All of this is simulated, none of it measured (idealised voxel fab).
process module | voxel ribs on slabs
cross-section cut | 265 nm wide | cells 5 nm
A cross-section is a grid of square cells, given in bands from the top down. A band is one or more rows of cells.
Each band's line starts with the height of the band's top and of its bottom, in nm. Then come its materials from left to right, each with its width in nm. One material with "throughout" fills the band from edge to edge. "air" is empty space.
Height 0 is the level under which the wafer as received is all one material. The lowest band goes on downwards, as in "0 down".
A width such as "30 to 40" changes by the same amount from each row of cells to the next, from the band's top row to its bottom row.
"no change" after a step means that no cell of the cross-section changed.
closed voids: empty space of 8 cells or more with no open way to the top, each as width x height at its distance from the left edge, in nm
after a step's settings: what the simulator itself notes on the step
overlay nm, on a step with a mask: how far to the right of its planned place the mask lay; to the left if negative
plan
1 op RECEIVE | material Si
2 op DIRECTIONAL_DEP | material SiO2 | thk nm 30
3 op DIRECTIONAL_DEP | material SiN | thk nm 20
4 op PATTERN | tone cover | mask id RIB | material resist | width nm 25 | thk nm 15 | overlay nm 0
5 op DIRECTIONAL_ETCH | etch materials SiN | depth nm 5
6 op STRIP | etch materials resist
7 op PATTERN | tone cover | mask id SLAB | material resist | width nm 85 | thk nm 15 | overlay nm 0
8 op DIRECTIONAL_ETCH | etch materials SiN | depth nm 15
9 op STRIP | etch materials resist
10 op FILL_DEP | material SiO2 | thk nm 20
11 op CMP | height nm 60
12 op DIRECTIONAL_DEP | material W | thk nm 5
13 op DIRECTIONAL_DEP | material aC | thk nm 15
14 op PATTERN | tone cover | mask id HEATER | material resist | width nm 35 | thk nm 30 | overlay nm 0
15 op DIRECTIONAL_ETCH | etch materials aC | depth nm 15
16 op STRIP | etch materials resist
17 op DIRECTIONAL_ETCH | etch materials W | depth nm 5
18 op STRIP | etch materials aC
19 op CONFORMAL_DEP | material SiN | thk nm 10
as received, after step 1
  0 down: Si throughout
  closed voids: none
first wafer at the end, as planned
  75 to 70: air 105 | SiN 55 | air 105
  70 to 65: SiN throughout
  65 to 60: SiN 115 | W 35 | SiN 115
  60 to 50: SiO2 throughout
  50 to 45: SiO2 120 | SiN 25 | SiO2 120
  45 to 30: SiO2 90 | SiN 85 | SiO2 90
  30 to 0: SiO2 throughout
  0 down: Si throughout
  closed voids: none
second wafer at the end: like start, like plan, one mistake
  65 to 60: air 115 | W 35 | air 115
  60 to 50: SiO2 throughout
  50 to 45: SiO2 120 | SiN 25 | SiO2 120
  45 to 30: SiO2 90 | SiN 85 | SiO2 90
  30 to 0: SiO2 throughout
  0 down: Si throughout
  closed voids: none
what went wrong: step 19 was left out
at the end the second wafer has, in cells: 110 fewer of SiN
